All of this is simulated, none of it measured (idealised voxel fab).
process module | voxel air gaps
cross-section cut | 290 nm wide | cells 5 nm
A cross-section is a grid of square cells, given in bands from the top down. A band is one or more rows of cells.
Each band's line starts with the height of the band's top and of its bottom, in nm. Then come its materials from left to right, each with its width in nm. One material with "throughout" fills the band from edge to edge. "air" is empty space.
Height 0 is the level under which the wafer as received is all one material. The lowest band goes on downwards, as in "0 down".
A width such as "30 to 40" changes by the same amount from each row of cells to the next, from the band's top row to its bottom row.
"no change" after a step means that no cell of the cross-section changed.
closed voids: empty space of 8 cells or more with no open way to the top, each as width x height at its distance from the left edge, in nm
after a step's settings: what the simulator itself notes on the step
overlay nm, on a step with a mask: how far to the right of its planned place the mask lay; to the left if negative
Each pair below shows a cross-section before one step and the cross-section after it, down to the lowest band that changed. The line under each pair gives the step between them, with its settings. The pairs can come from different runs of this module on the same starting wafer, so a pair continues from the pair above only where its "before" says so.
before
  0 down: Si throughout
  closed voids: none
after
  15 to 0: SiO2 throughout
  below 0: unchanged
  closed voids: none
the step between: op CONFORMAL_DEP | material SiO2 | thk nm 15
before: the cross-section after the pair above
after
  20 to 15: SiCN throughout
  below 15: unchanged
  closed voids: none
the step between: op CONFORMAL_DEP | material SiCN | thk nm 5
before: the cross-section after the pair above
after
  60 to 20: SiO2 throughout
  below 20: unchanged
  closed voids: none
the step between: op DIRECTIONAL_DEP | material SiO2 | thk nm 40
before: the cross-section after the pair above
after
  75 to 60: aC throughout
  below 60: unchanged
  closed voids: none
the step between: op DIRECTIONAL_DEP | material aC | thk nm 15
before: the cross-section after the pair above
after
  105 to 75: resist 65 | air 20 | resist 25 | air 20 | resist 25 | air 20 | resist 25 | air 20 | resist 70
  below 75: unchanged
  closed voids: none
the step between: op PATTERN | tone open | mask id LINES | material resist | width nm 20 | pitch nm 45 | thk nm 30 | overlay nm 0
before: the cross-section after the pair above
after
  90 to 75: resist 65 | air 20 | resist 25 | air 20 | resist 25 | air 20 | resist 25 | air 20 | resist 70
  75 to 60: aC 65 | air 20 | aC 25 | air 20 | aC 25 | air 20 | aC 25 | air 20 | aC 70
  below 60: unchanged
  closed voids: none
the step between: op DIRECTIONAL_ETCH | etch materials aC | depth nm 15
before: the cross-section after the pair above
after
  75 to 60: aC 65 | air 20 | aC 25 | air 20 | aC 25 | air 20 | aC 25 | air 20 | aC 70
  below 60: unchanged
  closed voids: none
the step between: op STRIP | etch materials resist
before: the cross-section after the pair above
after
  75 to 60: aC 65 | air 20 | aC 25 | air 20 | aC 25 | air 20 | aC 25 | air 20 | aC 70
  60 to 20: SiO2 65 | air 20 | SiO2 25 | air 20 | SiO2 25 | air 20 | SiO2 25 | air 20 | SiO2 70
  below 20: unchanged
  closed voids: none
the step between: op DIRECTIONAL_ETCH | etch materials SiO2 | depth nm 40
before: the cross-section after the pair above
after
  60 to 20: SiO2 65 | air 20 | SiO2 25 | air 20 | SiO2 25 | air 20 | SiO2 25 | air 20 | SiO2 70
  below 20: unchanged
  closed voids: none
the step between: op STRIP | etch materials aC
before: the cross-section after the pair above
after
  65 to 60: TiN 70 | air 10 | TiN 35 | air 10 | TiN 35 | air 10 | TiN 35 | air 10 | TiN 75
  60 to 25: SiO2 65 | TiN 5 | air 10 | TiN 5 | SiO2 25 | TiN 5 | air 10 | TiN 5 | SiO2 25 | TiN 5 | air 10 | TiN 5 | SiO2 25 | TiN 5 | air 10 | TiN 5 | SiO2 70
  25 to 20: SiO2 65 | TiN 20 | SiO2 25 | TiN 20 | SiO2 25 | TiN 20 | SiO2 25 | TiN 20 | SiO2 70
  below 20: unchanged
  closed voids: none
the step between: op CONFORMAL_DEP | material TiN | thk nm 5
before: the cross-section after the pair above
after
  70 to 65: W throughout
  65 to 60: TiN 70 | W 10 | TiN 35 | W 10 | TiN 35 | W 10 | TiN 35 | W 10 | TiN 75
  60 to 25: SiO2 65 | TiN 5 | W 10 | TiN 5 | SiO2 25 | TiN 5 | W 10 | TiN 5 | SiO2 25 | TiN 5 | W 10 | TiN 5 | SiO2 25 | TiN 5 | W 10 | TiN 5 | SiO2 70
  below 25: unchanged
  closed voids: none
the step between: op FILL_DEP | material W | thk nm 5
before: the cross-section after the pair above
after
  60 to 25: SiO2 65 | TiN 5 | W 10 | TiN 5 | SiO2 25 | TiN 5 | W 10 | TiN 5 | SiO2 25 | TiN 5 | W 10 | TiN 5 | SiO2 25 | TiN 5 | W 10 | TiN 5 | SiO2 70
  below 25: unchanged
  closed voids: none
the step between: op CMP | height nm 60
before: the cross-section after the pair above
after
  70 to 60: air 55 | Ru 40 | air 5 | Ru 40 | air 5 | Ru 40 | air 5 | Ru 40 | air 60
  below 60: unchanged
  closed voids: none
the step between: op EPI | material Ru | thk nm 10
before: the cross-section after the pair above
after
  70 to 60: air 55 | Ru 40 | air 5 | Ru 40 | air 5 | Ru 40 | air 5 | Ru 40 | air 60
  60 to 25: air 65 | TiN 5 | W 10 | TiN 5 | air 25 | TiN 5 | W 10 | TiN 5 | air 25 | TiN 5 | W 10 | TiN 5 | air 25 | TiN 5 | W 10 | TiN 5 | air 70
  25 to 20: air 65 | TiN 20 | air 25 | TiN 20 | air 25 | TiN 20 | air 25 | TiN 20 | air 70
  below 20: unchanged
  closed voids: none
the step between: op SELECTIVE_ETCH | etch materials SiO2 | depth nm 50
before: the cross-section after the pair above
after
  75 to 70: air 50 | SiCN 185 | air 55
  70 to 60: air 50 | SiCN 5 | Ru 40 | SiCN 5 | Ru 40 | SiCN 5 | Ru 40 | SiCN 5 | Ru 40 | SiCN 5 | air 55
  60 to 55: air 50 | SiCN 15 | TiN 5 | W 10 | TiN 5 | SiCN 25 | TiN 5 | W 10 | TiN 5 | SiCN 25 | TiN 5 | W 10 | TiN 5 | SiCN 25 | TiN 5 | W 10 | TiN 5 | SiCN 15 | air 55
  55 to 25: air 60 | SiCN 5 | TiN 5 | W 10 | TiN 5 | SiCN 5 | air 15 | SiCN 5 | TiN 5 | W 10 | TiN 5 | SiCN 5 | air 15 | SiCN 5 | TiN 5 | W 10 | TiN 5 | SiCN 5 | air 15 | SiCN 5 | TiN 5 | W 10 | TiN 5 | SiCN 5 | air 65
  25 to 20: SiCN 65 | TiN 20 | SiCN 25 | TiN 20 | SiCN 25 | TiN 20 | SiCN 25 | TiN 20 | SiCN 70
  below 20: unchanged
  closed voids: 15 x 30 at 90; 15 x 30 at 135; 15 x 30 at 180
the step between: op CONFORMAL_DEP | material SiCN | thk nm 5
before
  15 to 0: SiO2 throughout
  0 down: Si throughout
  closed voids: none
after
  30 to 0: SiO2 throughout
  below 0: unchanged
  closed voids: none
the step between: op CONFORMAL_DEP | material SiO2 | thk nm 15
before: the cross-section after the pair above
after
  35 to 30: SiCN throughout
  below 30: unchanged
  closed voids: none
the step between: op CONFORMAL_DEP | material SiCN | thk nm 5
before: the cross-section after the pair above
after
  75 to 35: SiO2 throughout
  below 35: unchanged
  closed voids: none
the step between: op DIRECTIONAL_DEP | material SiO2 | thk nm 40
before: the cross-section after the pair above
after
  90 to 75: aC throughout
  below 75: unchanged
  closed voids: none
the step between: op DIRECTIONAL_DEP | material aC | thk nm 15
before: the cross-section after the pair above
after
  120 to 90: resist 65 | air 20 | resist 25 | air 20 | resist 25 | air 20 | resist 25 | air 20 | resist 70
  below 90: unchanged
  closed voids: none
the step between: op PATTERN | tone open | mask id LINES | material resist | width nm 20 | pitch nm 45 | thk nm 30 | overlay nm 0
before: the cross-section after the pair above
after
  105 to 90: resist 65 | air 20 | resist 25 | air 20 | resist 25 | air 20 | resist 25 | air 20 | resist 70
  90 to 75: aC 65 | air 20 | aC 25 | air 20 | aC 25 | air 20 | aC 25 | air 20 | aC 70
  below 75: unchanged
  closed voids: none
the step between: op DIRECTIONAL_ETCH | etch materials aC | depth nm 15
before: the cross-section after the pair above
after
  90 to 75: aC 65 | air 20 | aC 25 | air 20 | aC 25 | air 20 | aC 25 | air 20 | aC 70
  below 75: unchanged
  closed voids: none
the step between: op STRIP | etch materials resist
before: the cross-section after the pair above
after
  90 to 75: aC 65 | air 20 | aC 25 | air 20 | aC 25 | air 20 | aC 25 | air 20 | aC 70
  75 to 35: SiO2 65 | air 20 | SiO2 25 | air 20 | SiO2 25 | air 20 | SiO2 25 | air 20 | SiO2 70
  below 35: unchanged
  closed voids: none
the step between: op DIRECTIONAL_ETCH | etch materials SiO2 | depth nm 40
before: the cross-section after the pair above
after
  75 to 35: SiO2 65 | air 20 | SiO2 25 | air 20 | SiO2 25 | air 20 | SiO2 25 | air 20 | SiO2 70
  below 35: unchanged
  closed voids: none
the step between: op STRIP | etch materials aC
before: the cross-section after the pair above
after
  80 to 75: TiN 70 | air 10 | TiN 35 | air 10 | TiN 35 | air 10 | TiN 35 | air 10 | TiN 75
  75 to 40: SiO2 65 | TiN 5 | air 10 | TiN 5 | SiO2 25 | TiN 5 | air 10 | TiN 5 | SiO2 25 | TiN 5 | air 10 | TiN 5 | SiO2 25 | TiN 5 | air 10 | TiN 5 | SiO2 70
  40 to 35: SiO2 65 | TiN 20 | SiO2 25 | TiN 20 | SiO2 25 | TiN 20 | SiO2 25 | TiN 20 | SiO2 70
  below 35: unchanged
  closed voids: none
the step between: op CONFORMAL_DEP | material TiN | thk nm 5
before: the cross-section after the pair above
after
  85 to 80: W throughout
  80 to 75: TiN 70 | W 10 | TiN 35 | W 10 | TiN 35 | W 10 | TiN 35 | W 10 | TiN 75
  75 to 40: SiO2 65 | TiN 5 | W 10 | TiN 5 | SiO2 25 | TiN 5 | W 10 | TiN 5 | SiO2 25 | TiN 5 | W 10 | TiN 5 | SiO2 25 | TiN 5 | W 10 | TiN 5 | SiO2 70
  below 40: unchanged
  closed voids: none
the step between: op FILL_DEP | material W | thk nm 5
before: the cross-section after the pair above
after
  60 to 40: SiO2 65 | TiN 5 | W 10 | TiN 5 | SiO2 25 | TiN 5 | W 10 | TiN 5 | SiO2 25 | TiN 5 | W 10 | TiN 5 | SiO2 25 | TiN 5 | W 10 | TiN 5 | SiO2 70
  below 40: unchanged
  closed voids: none
the step between: op CMP | height nm 60
before: the cross-section after the pair above
after
  70 to 60: air 55 | Ru 40 | air 5 | Ru 40 | air 5 | Ru 40 | air 5 | Ru 40 | air 60
  below 60: unchanged
  closed voids: none
the step between: op EPI | material Ru | thk nm 10
before: the cross-section after the pair above
after
  70 to 60: air 55 | Ru 40 | air 5 | Ru 40 | air 5 | Ru 40 | air 5 | Ru 40 | air 60
  60 to 40: air 65 | TiN 5 | W 10 | TiN 5 | air 25 | TiN 5 | W 10 | TiN 5 | air 25 | TiN 5 | W 10 | TiN 5 | air 25 | TiN 5 | W 10 | TiN 5 | air 70
  40 to 35: air 65 | TiN 20 | air 25 | TiN 20 | air 25 | TiN 20 | air 25 | TiN 20 | air 70
  below 35: unchanged
  closed voids: none
the step between: op SELECTIVE_ETCH | etch materials SiO2 | depth nm 50
before: the cross-section after the pair above
after
  75 to 70: air 50 | SiCN 185 | air 55
  70 to 60: air 50 | SiCN 5 | Ru 40 | SiCN 5 | Ru 40 | SiCN 5 | Ru 40 | SiCN 5 | Ru 40 | SiCN 5 | air 55
  60 to 55: air 50 | SiCN 15 | TiN 5 | W 10 | TiN 5 | SiCN 25 | TiN 5 | W 10 | TiN 5 | SiCN 25 | TiN 5 | W 10 | TiN 5 | SiCN 25 | TiN 5 | W 10 | TiN 5 | SiCN 15 | air 55
  55 to 40: air 60 | SiCN 5 | TiN 5 | W 10 | TiN 5 | SiCN 5 | air 15 | SiCN 5 | TiN 5 | W 10 | TiN 5 | SiCN 5 | air 15 | SiCN 5 | TiN 5 | W 10 | TiN 5 | SiCN 5 | air 15 | SiCN 5 | TiN 5 | W 10 | TiN 5 | SiCN 5 | air 65
  40 to 35: SiCN 65 | TiN 20 | SiCN 25 | TiN 20 | SiCN 25 | TiN 20 | SiCN 25 | TiN 20 | SiCN 70
  below 35: unchanged
  closed voids: 15 x 15 at 90; 15 x 15 at 135; 15 x 15 at 180
the step between: op CONFORMAL_DEP | material SiCN | thk nm 5
before
  15 to 0: SiO2 throughout
  0 down: Si throughout
  closed voids: none
after
  55 to 0: SiO2 throughout
  below 0: unchanged
  closed voids: none
the step between: op DIRECTIONAL_DEP | material SiO2 | thk nm 40
before: the cross-section after the pair above
after
  60 to 55: SiCN throughout
  below 55: unchanged
  closed voids: none
the step between: op CONFORMAL_DEP | material SiCN | thk nm 5
before: the cross-section after the pair above
after
  75 to 60: aC throughout
  below 60: unchanged
  closed voids: none
the step between: op DIRECTIONAL_DEP | material aC | thk nm 15
before: the cross-section after the pair above
after
  105 to 75: resist 65 | air 20 | resist 25 | air 20 | resist 25 | air 20 | resist 25 | air 20 | resist 70
  below 75: unchanged
  closed voids: none
the step between: op PATTERN | tone open | mask id LINES | material resist | width nm 20 | pitch nm 45 | thk nm 30 | overlay nm 0
before: the cross-section after the pair above
after
  90 to 75: resist 65 | air 20 | resist 25 | air 20 | resist 25 | air 20 | resist 25 | air 20 | resist 70
  75 to 60: aC 65 | air 20 | aC 25 | air 20 | aC 25 | air 20 | aC 25 | air 20 | aC 70
  below 60: unchanged
  closed voids: none
the step between: op DIRECTIONAL_ETCH | etch materials aC | depth nm 15
before: the cross-section after the pair above
after
  75 to 60: aC 65 | air 20 | aC 25 | air 20 | aC 25 | air 20 | aC 25 | air 20 | aC 70
  below 60: unchanged
  closed voids: none
the step between: op STRIP | etch materials resist
before: the cross-section after the pair above
after
  60 to 55: SiCN throughout
  below 55: unchanged
  closed voids: none
the step between: op STRIP | etch materials aC
before: the cross-section after the pair above
after
  65 to 60: TiN throughout
  below 60: unchanged
  closed voids: none
the step between: op CONFORMAL_DEP | material TiN | thk nm 5
before: the cross-section after the pair above
after
  70 to 65: W throughout
  below 65: unchanged
  closed voids: none
the step between: op FILL_DEP | material W | thk nm 5
before: the cross-section after the pair above
after
  60 to 55: SiCN throughout
  below 55: unchanged
  closed voids: none
the step between: op CMP | height nm 60
before: the cross-section after the pair above
after
  65 to 55: SiCN throughout
  below 55: unchanged
  closed voids: none
the step between: op CONFORMAL_DEP | material SiCN | thk nm 5
before
  0 down: Si throughout
  closed voids: none
after
  5 to 0: SiO2 throughout
  below 0: unchanged
  closed voids: none
the step between: op CONFORMAL_DEP | material SiO2 | thk nm 5
before: the cross-section after the pair above
after
  10 to 5: SiCN throughout
  below 5: unchanged
  closed voids: none
the step between: op CONFORMAL_DEP | material SiCN | thk nm 5
before: the cross-section after the pair above
after
  50 to 10: SiO2 throughout
  below 10: unchanged
  closed voids: none
the step between: op DIRECTIONAL_DEP | material SiO2 | thk nm 40
before: the cross-section after the pair above
after
  65 to 50: aC throughout
  below 50: unchanged
  closed voids: none
the step between: op DIRECTIONAL_DEP | material aC | thk nm 15
before: the cross-section after the pair above
after
  95 to 65: resist 65 | air 20 | resist 25 | air 20 | resist 25 | air 20 | resist 25 | air 20 | resist 70
  below 65: unchanged
  closed voids: none
the step between: op PATTERN | tone open | mask id LINES | material resist | width nm 20 | pitch nm 45 | thk nm 30 | overlay nm 0
before: the cross-section after the pair above
after
  80 to 65: resist 65 | air 20 | resist 25 | air 20 | resist 25 | air 20 | resist 25 | air 20 | resist 70
  65 to 50: aC 65 | air 20 | aC 25 | air 20 | aC 25 | air 20 | aC 25 | air 20 | aC 70
  below 50: unchanged
  closed voids: none
the step between: op DIRECTIONAL_ETCH | etch materials aC | depth nm 15
before: the cross-section after the pair above
after
  65 to 50: aC 65 | air 20 | aC 25 | air 20 | aC 25 | air 20 | aC 25 | air 20 | aC 70
  below 50: unchanged
  closed voids: none
the step between: op STRIP | etch materials resist
before: the cross-section after the pair above
after
  65 to 50: aC 65 | air 20 | aC 25 | air 20 | aC 25 | air 20 | aC 25 | air 20 | aC 70
  50 to 10: SiO2 65 | air 20 | SiO2 25 | air 20 | SiO2 25 | air 20 | SiO2 25 | air 20 | SiO2 70
  below 10: unchanged
  closed voids: none
the step between: op DIRECTIONAL_ETCH | etch materials SiO2 | depth nm 40
before: the cross-section after the pair above
after
  50 to 10: SiO2 65 | air 20 | SiO2 25 | air 20 | SiO2 25 | air 20 | SiO2 25 | air 20 | SiO2 70
  below 10: unchanged
  closed voids: none
the step between: op STRIP | etch materials aC
before: the cross-section after the pair above
after
  55 to 50: TiN 70 | air 10 | TiN 35 | air 10 | TiN 35 | air 10 | TiN 35 | air 10 | TiN 75
  50 to 15: SiO2 65 | TiN 5 | air 10 | TiN 5 | SiO2 25 | TiN 5 | air 10 | TiN 5 | SiO2 25 | TiN 5 | air 10 | TiN 5 | SiO2 25 | TiN 5 | air 10 | TiN 5 | SiO2 70
  15 to 10: SiO2 65 | TiN 20 | SiO2 25 | TiN 20 | SiO2 25 | TiN 20 | SiO2 25 | TiN 20 | SiO2 70
  below 10: unchanged
  closed voids: none
the step between: op CONFORMAL_DEP | material TiN | thk nm 5
before: the cross-section after the pair above
after
  60 to 55: W throughout
  55 to 50: TiN 70 | W 10 | TiN 35 | W 10 | TiN 35 | W 10 | TiN 35 | W 10 | TiN 75
  50 to 15: SiO2 65 | TiN 5 | W 10 | TiN 5 | SiO2 25 | TiN 5 | W 10 | TiN 5 | SiO2 25 | TiN 5 | W 10 | TiN 5 | SiO2 25 | TiN 5 | W 10 | TiN 5 | SiO2 70
  below 15: unchanged
  closed voids: none
the step between: op FILL_DEP | material W | thk nm 5
before: the cross-section after the pair above
after
  70 to 60: Ru throughout
  below 60: unchanged
  closed voids: none
the step between: op EPI | material Ru | thk nm 10
before: the cross-section after the pair above
after
  75 to 70: SiCN throughout
  below 70: unchanged
  closed voids: none
the step between: op CONFORMAL_DEP | material SiCN | thk nm 5
before
  75 to 60: aC throughout
  60 to 20: SiO2 throughout
  20 to 15: SiCN throughout
  15 to 0: SiO2 throughout
  0 down: Si throughout
  closed voids: none
after
  105 to 75: resist 70 | air 15 | resist 30 | air 15 | resist 30 | air 15 | resist 30 | air 15 | resist 70
  below 75: unchanged
  closed voids: none
the step between: op PATTERN | tone open | mask id LINES | material resist | width nm 15 | pitch nm 45 | thk nm 30 | overlay nm 0
before: the cross-section after the pair above
after
  90 to 75: resist 70 | air 15 | resist 30 | air 15 | resist 30 | air 15 | resist 30 | air 15 | resist 70
  75 to 60: aC 70 | air 15 | aC 30 | air 15 | aC 30 | air 15 | aC 30 | air 15 | aC 70
  below 60: unchanged
  closed voids: none
the step between: op DIRECTIONAL_ETCH | etch materials aC | depth nm 15
before: the cross-section after the pair above
after
  75 to 60: aC 70 | air 15 | aC 30 | air 15 | aC 30 | air 15 | aC 30 | air 15 | aC 70
  below 60: unchanged
  closed voids: none
the step between: op STRIP | etch materials resist
before: the cross-section after the pair above
after
  75 to 60: aC 70 | air 15 | aC 30 | air 15 | aC 30 | air 15 | aC 30 | air 15 | aC 70
  60 to 20: SiO2 70 | air 15 | SiO2 30 | air 15 | SiO2 30 | air 15 | SiO2 30 | air 15 | SiO2 70
  below 20: unchanged
  closed voids: none
the step between: op DIRECTIONAL_ETCH | etch materials SiO2 | depth nm 40
before: the cross-section after the pair above
after
  60 to 20: SiO2 70 | air 15 | SiO2 30 | air 15 | SiO2 30 | air 15 | SiO2 30 | air 15 | SiO2 70
  below 20: unchanged
  closed voids: none
the step between: op STRIP | etch materials aC
before: the cross-section after the pair above
after
  65 to 60: TiN 75 | air 5 | TiN 40 | air 5 | TiN 40 | air 5 | TiN 40 | air 5 | TiN 75
  60 to 25: SiO2 70 | TiN 5 | air 5 | TiN 5 | SiO2 30 | TiN 5 | air 5 | TiN 5 | SiO2 30 | TiN 5 | air 5 | TiN 5 | SiO2 30 | TiN 5 | air 5 | TiN 5 | SiO2 70
  25 to 20: SiO2 70 | TiN 15 | SiO2 30 | TiN 15 | SiO2 30 | TiN 15 | SiO2 30 | TiN 15 | SiO2 70
  below 20: unchanged
  closed voids: none
the step between: op CONFORMAL_DEP | material TiN | thk nm 5
before: the cross-section after the pair above
after
  70 to 65: W throughout
  65 to 60: TiN 75 | W 5 | TiN 40 | W 5 | TiN 40 | W 5 | TiN 40 | W 5 | TiN 75
  60 to 25: SiO2 70 | TiN 5 | W 5 | TiN 5 | SiO2 30 | TiN 5 | W 5 | TiN 5 | SiO2 30 | TiN 5 | W 5 | TiN 5 | SiO2 30 | TiN 5 | W 5 | TiN 5 | SiO2 70
  below 25: unchanged
  closed voids: none
the step between: op FILL_DEP | material W | thk nm 5
before: the cross-section after the pair above
after
  60 to 25: SiO2 70 | TiN 5 | W 5 | TiN 5 | SiO2 30 | TiN 5 | W 5 | TiN 5 | SiO2 30 | TiN 5 | W 5 | TiN 5 | SiO2 30 | TiN 5 | W 5 | TiN 5 | SiO2 70
  below 25: unchanged
  closed voids: none
the step between: op CMP | height nm 60
before: the cross-section after the pair above
after
  70 to 60: air 60 | Ru 35 | air 10 | Ru 35 | air 10 | Ru 35 | air 10 | Ru 35 | air 60
  below 60: unchanged
  closed voids: none
the step between: op EPI | material Ru | thk nm 10
before: the cross-section after the pair above
after
  70 to 60: air 60 | Ru 35 | air 10 | Ru 35 | air 10 | Ru 35 | air 10 | Ru 35 | air 60
  60 to 25: air 70 | TiN 5 | W 5 | TiN 5 | air 30 | TiN 5 | W 5 | TiN 5 | air 30 | TiN 5 | W 5 | TiN 5 | air 30 | TiN 5 | W 5 | TiN 5 | air 70
  25 to 20: air 70 | TiN 15 | air 30 | TiN 15 | air 30 | TiN 15 | air 30 | TiN 15 | air 70
  below 20: unchanged
  closed voids: none
the step between: op SELECTIVE_ETCH | etch materials SiO2 | depth nm 50
before: the cross-section after the pair above
after
  75 to 70: air 55 | SiCN 180 | air 55
  70 to 60: air 55 | SiCN 5 | Ru 35 | SiCN 10 | Ru 35 | SiCN 10 | Ru 35 | SiCN 10 | Ru 35 | SiCN 5 | air 55
  60 to 55: air 55 | SiCN 15 | TiN 5 | W 5 | TiN 5 | SiCN 30 | TiN 5 | W 5 | TiN 5 | SiCN 30 | TiN 5 | W 5 | TiN 5 | SiCN 30 | TiN 5 | W 5 | TiN 5 | SiCN 15 | air 55
  55 to 25: air 65 | SiCN 5 | TiN 5 | W 5 | TiN 5 | SiCN 5 | air 20 | SiCN 5 | TiN 5 | W 5 | TiN 5 | SiCN 5 | air 20 | SiCN 5 | TiN 5 | W 5 | TiN 5 | SiCN 5 | air 20 | SiCN 5 | TiN 5 | W 5 | TiN 5 | SiCN 5 | air 65
  25 to 20: SiCN 70 | TiN 15 | SiCN 30 | TiN 15 | SiCN 30 | TiN 15 | SiCN 30 | TiN 15 | SiCN 70
  below 20: unchanged
  closed voids: 20 x 30 at 90; 20 x 30 at 135; 20 x 30 at 180
the step between: op CONFORMAL_DEP | material SiCN | thk nm 5
before
  75 to 60: aC throughout
  60 to 20: SiO2 throughout
  20 to 15: SiCN throughout
  15 to 0: SiO2 throughout
  0 down: Si throughout
  closed voids: none
after
  105 to 75: resist 60 | air 20 | resist 25 | air 20 | resist 25 | air 20 | resist 25 | air 20 | resist 75
  below 75: unchanged
  closed voids: none
the step between: op PATTERN | tone open | mask id LINES | material resist | width nm 20 | pitch nm 45 | thk nm 30 | overlay nm -5
before: the cross-section after the pair above
after
  90 to 75: resist 60 | air 20 | resist 25 | air 20 | resist 25 | air 20 | resist 25 | air 20 | resist 75
  75 to 60: aC 60 | air 20 | aC 25 | air 20 | aC 25 | air 20 | aC 25 | air 20 | aC 75
  below 60: unchanged
  closed voids: none
the step between: op DIRECTIONAL_ETCH | etch materials aC | depth nm 15
before: the cross-section after the pair above
after
  75 to 60: aC 60 | air 20 | aC 25 | air 20 | aC 25 | air 20 | aC 25 | air 20 | aC 75
  below 60: unchanged
  closed voids: none
the step between: op STRIP | etch materials resist
before: the cross-section after the pair above
after
  75 to 60: aC 60 | air 20 | aC 25 | air 20 | aC 25 | air 20 | aC 25 | air 20 | aC 75
  60 to 20: SiO2 60 | air 20 | SiO2 25 | air 20 | SiO2 25 | air 20 | SiO2 25 | air 20 | SiO2 75
  below 20: unchanged
  closed voids: none
the step between: op DIRECTIONAL_ETCH | etch materials SiO2 | depth nm 40
before: the cross-section after the pair above
after
  60 to 20: SiO2 60 | air 20 | SiO2 25 | air 20 | SiO2 25 | air 20 | SiO2 25 | air 20 | SiO2 75
  below 20: unchanged
  closed voids: none
the step between: op STRIP | etch materials aC
before: the cross-section after the pair above
after
  65 to 60: TiN 65 | air 10 | TiN 35 | air 10 | TiN 35 | air 10 | TiN 35 | air 10 | TiN 80
  60 to 25: SiO2 60 | TiN 5 | air 10 | TiN 5 | SiO2 25 | TiN 5 | air 10 | TiN 5 | SiO2 25 | TiN 5 | air 10 | TiN 5 | SiO2 25 | TiN 5 | air 10 | TiN 5 | SiO2 75
  25 to 20: SiO2 60 | TiN 20 | SiO2 25 | TiN 20 | SiO2 25 | TiN 20 | SiO2 25 | TiN 20 | SiO2 75
  below 20: unchanged
  closed voids: none
the step between: op CONFORMAL_DEP | material TiN | thk nm 5
before: the cross-section after the pair above
after
  70 to 65: W throughout
  65 to 60: TiN 65 | W 10 | TiN 35 | W 10 | TiN 35 | W 10 | TiN 35 | W 10 | TiN 80
  60 to 25: SiO2 60 | TiN 5 | W 10 | TiN 5 | SiO2 25 | TiN 5 | W 10 | TiN 5 | SiO2 25 | TiN 5 | W 10 | TiN 5 | SiO2 25 | TiN 5 | W 10 | TiN 5 | SiO2 75
  below 25: unchanged
  closed voids: none
the step between: op FILL_DEP | material W | thk nm 5
before: the cross-section after the pair above
after
  60 to 25: SiO2 60 | TiN 5 | W 10 | TiN 5 | SiO2 25 | TiN 5 | W 10 | TiN 5 | SiO2 25 | TiN 5 | W 10 | TiN 5 | SiO2 25 | TiN 5 | W 10 | TiN 5 | SiO2 75
  below 25: unchanged
  closed voids: none
the step between: op CMP | height nm 60
before: the cross-section after the pair above
after
  70 to 60: air 50 | Ru 40 | air 5 | Ru 40 | air 5 | Ru 40 | air 5 | Ru 40 | air 65
  below 60: unchanged
  closed voids: none
the step between: op EPI | material Ru | thk nm 10
before: the cross-section after the pair above
after
  70 to 60: air 50 | Ru 40 | air 5 | Ru 40 | air 5 | Ru 40 | air 5 | Ru 40 | air 65
  60 to 25: air 60 | TiN 5 | W 10 | TiN 5 | air 25 | TiN 5 | W 10 | TiN 5 | air 25 | TiN 5 | W 10 | TiN 5 | air 25 | TiN 5 | W 10 | TiN 5 | air 75
  25 to 20: air 60 | TiN 20 | air 25 | TiN 20 | air 25 | TiN 20 | air 25 | TiN 20 | air 75
  below 20: unchanged
  closed voids: none
the step between: op SELECTIVE_ETCH | etch materials SiO2 | depth nm 50
before: the cross-section after the pair above
after
  75 to 70: air 45 | SiCN 185 | air 60
  70 to 60: air 45 | SiCN 5 | Ru 40 | SiCN 5 | Ru 40 | SiCN 5 | Ru 40 | SiCN 5 | Ru 40 | SiCN 5 | air 60
  60 to 55: air 45 | SiCN 15 | TiN 5 | W 10 | TiN 5 | SiCN 25 | TiN 5 | W 10 | TiN 5 | SiCN 25 | TiN 5 | W 10 | TiN 5 | SiCN 25 | TiN 5 | W 10 | TiN 5 | SiCN 15 | air 60
  55 to 25: air 55 | SiCN 5 | TiN 5 | W 10 | TiN 5 | SiCN 5 | air 15 | SiCN 5 | TiN 5 | W 10 | TiN 5 | SiCN 5 | air 15 | SiCN 5 | TiN 5 | W 10 | TiN 5 | SiCN 5 | air 15 | SiCN 5 | TiN 5 | W 10 | TiN 5 | SiCN 5 | air 70
  25 to 20: SiCN 60 | TiN 20 | SiCN 25 | TiN 20 | SiCN 25 | TiN 20 | SiCN 25 | TiN 20 | SiCN 75
  below 20: unchanged
  closed voids: 15 x 30 at 85; 15 x 30 at 130; 15 x 30 at 175
the step between: op CONFORMAL_DEP | material SiCN | thk nm 5
before
  70 to 60: air 55 | Ru 40 | air 5 | Ru 40 | air 5 | Ru 40 | air 5 | Ru 40 | air 60
  60 to 25: air 65 | TiN 5 | W 10 | TiN 5 | air 25 | TiN 5 | W 10 | TiN 5 | air 25 | TiN 5 | W 10 | TiN 5 | air 25 | TiN 5 | W 10 | TiN 5 | air 70
  25 to 20: air 65 | TiN 20 | air 25 | TiN 20 | air 25 | TiN 20 | air 25 | TiN 20 | air 70
  20 to 15: SiCN throughout
  15 to 0: SiO2 throughout
  0 down: Si throughout
  closed voids: none
after
  75 to 60: air 50 | Ru 185 | air 55
  60 to 55: air 50 | Ru 15 | TiN 5 | W 10 | TiN 5 | Ru 25 | TiN 5 | W 10 | TiN 5 | Ru 25 | TiN 5 | W 10 | TiN 5 | Ru 25 | TiN 5 | W 10 | TiN 5 | Ru 15 | air 55
  55 to 25: air 60 | Ru 5 | TiN 5 | W 10 | TiN 5 | Ru 5 | air 15 | Ru 5 | TiN 5 | W 10 | TiN 5 | Ru 5 | air 15 | Ru 5 | TiN 5 | W 10 | TiN 5 | Ru 5 | air 15 | Ru 5 | TiN 5 | W 10 | TiN 5 | Ru 5 | air 65
  25 to 20: Ru 65 | TiN 20 | Ru 25 | TiN 20 | Ru 25 | TiN 20 | Ru 25 | TiN 20 | Ru 70
  below 20: unchanged
  closed voids: 15 x 30 at 90; 15 x 30 at 135; 15 x 30 at 180
the step between: op CONFORMAL_DEP | material Ru | thk nm 5
before
  75 to 60: aC throughout
  60 to 20: SiO2 throughout
  20 to 15: SiCN throughout
  15 to 0: SiO2 throughout
  0 down: Si throughout
  closed voids: none
after
  105 to 75: air 65 | resist 20 | air 25 | resist 20 | air 25 | resist 20 | air 25 | resist 20 | air 70
  below 75: unchanged
  closed voids: none
the step between: op PATTERN | tone cover | mask id LINES | material resist | width nm 20 | pitch nm 45 | thk nm 30 | overlay nm 0
before: the cross-section after the pair above
after
  90 to 75: air 65 | resist 20 | air 25 | resist 20 | air 25 | resist 20 | air 25 | resist 20 | air 70
  75 to 60: air 65 | aC 20 | air 25 | aC 20 | air 25 | aC 20 | air 25 | aC 20 | air 70
  below 60: unchanged
  closed voids: none
the step between: op DIRECTIONAL_ETCH | etch materials aC | depth nm 15
before: the cross-section after the pair above
after
  75 to 60: air 65 | aC 20 | air 25 | aC 20 | air 25 | aC 20 | air 25 | aC 20 | air 70
  below 60: unchanged
  closed voids: none
the step between: op STRIP | etch materials resist
